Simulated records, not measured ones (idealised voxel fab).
process module | voxel self aligned contacts
cross-section cut | 290 nm wide | cells 5 nm
A cross-section is a grid of square cells, given in bands from the top down. A band is one or more rows of cells.
Each band's line starts with the height of the band's top and of its bottom, in nm. Then come its materials from left to right, each with its width in nm. One material with "throughout" fills the band from edge to edge. "air" is empty space.
Height 0 is the level under which the wafer as received is all one material. The lowest band goes on downwards, as in "0 down".
A width such as "30 to 40" changes by the same amount from each row of cells to the next, from the band's top row to its bottom row.
"no change" after a step means that no cell of the cross-section changed.
closed voids: empty space of 8 cells or more with no open way to the top, each as width x height at its distance from the left edge, in nm
after a step's settings: what the simulator itself notes on the step
overlay nm, on a step with a mask: how far to the right of its planned place the mask lay; to the left if negative
plan
1 op RECEIVE | material Si
2 op CONFORMAL_DEP | material SiO2 | thk nm 5
3 op DIRECTIONAL_DEP | material polySi | thk nm 30
4 op DIRECTIONAL_DEP | material SiN | thk nm 15
5 op DIRECTIONAL_DEP | material aC | thk nm 10
6 op PATTERN | tone cover | mask id GATE | material resist | width nm 35 | pitch nm 70 | thk nm 25 | overlay nm 0
7 op DIRECTIONAL_ETCH | etch materials aC | depth nm 10
8 op STRIP | etch materials resist
9 op DIRECTIONAL_ETCH | etch materials SiN | depth nm 15
10 op DIRECTIONAL_ETCH | etch materials polySi | depth nm 30
11 op STRIP | etch materials aC
12 op CONFORMAL_DEP | material SiN | thk nm 5
13 op DIRECTIONAL_ETCH | etch materials SiN | depth nm 5
14 op FILL_DEP | material SiO2 | thk nm 15
15 op CMP | height nm 60
16 op PATTERN | tone open | mask id CONTACT | material resist | width nm 55 | thk nm 15 | overlay nm 0
17 op DIRECTIONAL_ETCH | etch materials SiO2 | depth nm 60
18 op STRIP | etch materials resist
19 op CONFORMAL_DEP | material TiN | thk nm 5
20 op FILL_DEP | material W | thk nm 10
21 op CMP | height nm 60
22 op CONFORMAL_DEP | material SiN | thk nm 5
as received, after step 1
  0 down: Si throughout
  closed voids: none
a wafer at the end: this start, this plan, one mistake
  65 to 60: SiN throughout
  60 to 50: W 110 to 80 | TiN 5 to 35 | SiO2 55 | TiN 5 to 35 | W 115 to 85
  50 to 35: W 80 | TiN 5 | SiN 45 | SiO2 25 | SiN 45 | TiN 5 | W 85
  35 to 5: W 80 | TiN 5 | SiN 5 | polySi 35 | SiN 5 | SiO2 25 | SiN 5 | polySi 35 | SiN 5 | TiN 5 | W 85
  5 to 0: TiN 85 | SiO2 115 | TiN 90
  0 down: Si throughout
  closed voids: none
what went wrong: step 16 ran as: op PATTERN | tone cover | mask id CONTACT | material resist | width nm 55 | thk nm 15 | overlay nm 0
